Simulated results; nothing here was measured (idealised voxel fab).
Presented below is a process module, voxel ribs on slabs.
The cross-section on display is named cut; it measures 155 nm wide, and its cells are 5 nm squares.
How to read a cross-section here: the picture is a grid of square cells, written as bands going from the top down, and any band can span one or more rows of cells. First you get the band's top height and its bottom height, in nm, and then the materials it's made of, left to right, with each width in nm. If you see a single material with "throughout", that one covers the band edge to edge. "blank" is empty space. The reference from which all heights are counted is 0, the level beneath which the as-received wafer is entirely one material; the lowest band, having no lower bound, proceeds downward and is written after the example "from 0 down". So if you see something like "30..40" for the width, read it as the top row of the band sitting at the first number and the bottom row at the second, with every row in between moving by the same amount as the last. The designation "remained unchanged", where it is given for a processing step, indicates that no cell of the cross-section was altered in the course of that step. Closed empty spaces (no open way to the top) of 8 cells or more are what "Sealed-off cavities" lists, each as width x height at distance from the left edge, nm for all three. Past the settings on a step's line: simulator remark, on that step. "overlay nm", when on a step's line for a step with a mask, measures how far to the right of its planned place the mask lay; a negative measure means to the left.

# Below is the list of planned process steps
1: RECEIVE (material Si)
2: DIRECTIONAL_DEP (material SiO2; thk nm 20)
3: DIRECTIONAL_DEP (material SiN; thk nm 20)
4: DIRECTIONAL_DEP (material aC; thk nm 10)
5: PATTERN (tone cover; mask id RIB; material resist; width nm 15; thk nm 25; overlay nm 0)
6: DIRECTIONAL_ETCH (etch materials aC; depth nm 10)
7: STRIP (etch materials resist)
8: DIRECTIONAL_ETCH (etch materials SiN; depth nm 5)
9: STRIP (etch materials aC)
10: MASKED_ETCH (tone cover; mask id SLAB; width nm 65; etch materials SiN; depth nm 15; overlay nm 0)
11: FILL_DEP (material SiO2; thk nm 25)
12: CMP (height nm 60)
13: DIRECTIONAL_DEP (material TiN; thk nm 5)
14: DIRECTIONAL_DEP (material aC; thk nm 15)
15: PATTERN (tone cover; mask id HEATER; material resist; width nm 25; thk nm 35; overlay nm 0)
16: DIRECTIONAL_ETCH (etch materials aC; depth nm 15)
17: STRIP (etch materials resist)
18: DIRECTIONAL_ETCH (etch materials TiN; depth nm 5)
19: STRIP (etch materials aC)
20: CONFORMAL_DEP (material SiN; thk nm 5)

# The cross-section here shows the wafer as received, i.e. in its state after step 1
* from 0 down | Si throughout
* Sealed-off cavities: none

# Cross-section taken at module completion on the first of two wafers; processed per the plan
* from 70 to 65 | blank (60), then SiN (35), then blank (60)
* from 65 to 60 | SiN (65), then TiN (25), then SiN (65)
* from 60 to 40 | SiO2 throughout
* from 40 to 35 | SiO2 (70), then SiN (15), then SiO2 (70)
* from 35 to 20 | SiO2 (45), then SiN (65), then SiO2 (45)
* from 20 to 0 | SiO2 throughout
* from 0 down | Si throughout
* Sealed-off cavities: none

# End of module, second wafer, cross-section. Started like the first, planned like the first, run with one mistake
* from 65 to 60 | blank (65), then TiN (25), then blank (65)
* from 60 to 40 | SiO2 throughout
* from 40 to 35 | SiO2 (70), then SiN (15), then SiO2 (70)
* from 35 to 20 | SiO2 (45), then SiN (65), then SiO2 (45)
* from 20 to 0 | SiO2 throughout
* from 0 down | Si throughout
* Sealed-off cavities: none
What went wrong in running the wafer? skipped: plan step 20 (never run)
Once processing is complete, comparing cell counts shows that the second wafer has more or fewer of certain materials than the first: 33 fewer of SiN
